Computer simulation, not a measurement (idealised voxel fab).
Name of the process module below: voxel capacitor over wiring
Xsec cut, 245 nm wide, square cell size 5 nm.
Cross-section = grid of square cells, listed top down in bands; band = one or more rows.
For a band, the entry starts with two heights in nm, that of the top and then that of the bottom, and carries on with the band's materials in order from left to right, each alongside its width in nm; the word "throughout" beside a single material means it fills the band edge to edge, and "air" means empty space.
Heights are expressed relative to 0, this being the level below which the as-received wafer comprises one material exclusively. The lowest band is unbounded in the downward direction and is denoted as in "0 -> down".
Per-row width for "30..40": begins at first number (top row of band), ends at second number (bottom row), increment between rows held constant.
Any step labelled "nothing different" changed none of the cells in the cross-section.
Enclosed voids (no open way to top), threshold 8 cells or more, entry "Closed void roster", notation width x height at distance, distance from left edge, nm.
Whatever follows a step's settings on its line is a remark the simulator itself makes about that step.
The setting "overlay nm" may be written on the line of a step. When the step uses a mask, the value reports how far to the right of the planned place the mask lay, and a negative value reports that it lay to the left.

# Process steps (planned)
- 1: RECEIVE | material Si
- 2: CONFORMAL_DEP | material SiO2 | thk nm 15
- 3: CONFORMAL_DEP | material SiN | thk nm 5
- 4: DIRECTIONAL_DEP | material lowk | thk nm 25
- 5: PATTERN | tone open | mask id METAL_1 | material resist | width nm 20 | pitch nm 75 | thk nm 20 | overlay nm 0
- 6: DIRECTIONAL_ETCH | etch materials lowk | depth nm 25
- 7: DIRECTIONAL_ETCH | etch materials SiN | depth nm 5
- 8: STRIP | etch materials resist
- 9: CONFORMAL_DEP | material TiN | thk nm 5
- 10: FILL_DEP | material Cu | thk nm 5
- 11: CMP | height nm 45
- 12: CONFORMAL_DEP | material SiCN | thk nm 5
- 13: DIRECTIONAL_DEP | material lowk | thk nm 10
- 14: PATTERN | tone open | mask id PLUG_1 | material resist | width nm 15 | thk nm 20 | overlay nm 0
- 15: DIRECTIONAL_ETCH | etch materials lowk | depth nm 10
- 16: DIRECTIONAL_ETCH | etch materials SiCN | depth nm 5
- 17: STRIP | etch materials resist
- 18: CONFORMAL_DEP | material TiN | thk nm 5
- 19: FILL_DEP | material Cu | thk nm 5
- 20: CMP | height nm 60
- 21: DIRECTIONAL_DEP | material TiN | thk nm 10
- 22: DIRECTIONAL_DEP | material HfO2 | thk nm 5
- 23: DIRECTIONAL_DEP | material TiN | thk nm 10
- 24: MASKED_ETCH | tone cover | mask id UPPER_PLATE | width nm 60 | etch materials TiN | depth nm 10 | overlay nm 0
- 25: MASKED_ETCH | tone cover | mask id UPPER_PLATE | width nm 60 | etch materials HfO2 | depth nm 5 | overlay nm 0
- 26: MASKED_ETCH | tone cover | mask id LOWER_PLATE | width nm 70 | etch materials TiN | depth nm 10 | overlay nm 0
- 27: FILL_DEP | material SiO2 | thk nm 15
- 28: CMP | height nm 95
- 29: MASKED_ETCH | tone open | mask id PLUG_2 | width nm 15 | etch materials SiO2 | depth nm 10 | overlay nm 0
- 30: CONFORMAL_DEP | material TiN | thk nm 5
- 31: FILL_DEP | material Cu | thk nm 10
- 32: CMP | height nm 95
- 33: CONFORMAL_DEP | material SiCN | thk nm 5

# Delivered wafer in cross-section: state after step 1
	0 -> down: Si throughout
	Closed void roster: none

# Cross-section, first of two wafers, end of module, run as planned
	100 -> 95: SiCN throughout
	95 -> 90: SiO2 90 nm, TiN 5 nm, Cu 5 nm, TiN 5 nm, SiO2 140 nm
	90 -> 85: SiO2 90 nm, TiN 15 nm, SiO2 140 nm
	85 -> 75: SiO2 80 nm, TiN 60 nm, SiO2 105 nm
	75 -> 70: SiO2 80 nm, HfO2 60 nm, SiO2 105 nm
	70 -> 60: SiO2 75 nm, TiN 70 nm, SiO2 100 nm
	60 -> 50: lowk 80 nm, TiN 5 nm, Cu 5 nm, TiN 5 nm, lowk 150 nm
	50 -> 45: SiCN 80 nm, TiN 15 nm, SiCN 150 nm
	45 -> 20: lowk 75 nm, TiN 5 nm, Cu 10 nm, TiN 5 nm, lowk 55 nm, TiN 5 nm, Cu 10 nm, TiN 5 nm, lowk 75 nm
	20 -> 15: SiN 75 nm, TiN 20 nm, SiN 55 nm, TiN 20 nm, SiN 75 nm
	15 -> 0: SiO2 throughout
	0 -> down: Si throughout
	Closed void roster: none

# Wafer two cross-section, module end. Start and plan unchanged from wafer one; one mistake made during the run
	100 -> 95: SiCN throughout
	95 -> 90: SiO2 90 nm, TiN 5 nm, Cu 5 nm, TiN 5 nm, SiO2 140 nm
	90 -> 85: SiO2 90 nm, TiN 15 nm, SiO2 140 nm
	85 -> 80: SiO2 80 nm, HfO2 60 nm, SiO2 105 nm
	80 -> 70: SiO2 75 nm, TiN 70 nm, SiO2 100 nm
	70 -> 60: TiN throughout
	60 -> 50: lowk 80 nm, TiN 5 nm, Cu 5 nm, TiN 5 nm, lowk 150 nm
	50 -> 45: SiCN 80 nm, TiN 15 nm, SiCN 150 nm
	45 -> 20: lowk 75 nm, TiN 5 nm, Cu 10 nm, TiN 5 nm, lowk 55 nm, TiN 5 nm, Cu 10 nm, TiN 5 nm, lowk 75 nm
	20 -> 15: SiN 75 nm, TiN 20 nm, SiN 55 nm, TiN 20 nm, SiN 75 nm
	15 -> 0: SiO2 throughout
	0 -> down: Si throughout
	Closed void roster: none
What was done differently from what was planned? it was found that steps 22 and 23 of the process plan had been performed in exchanged positions
Counted in cells at the end, the second wafer holds more or fewer of these materials than the first: -74 SiO2; +74 TiN
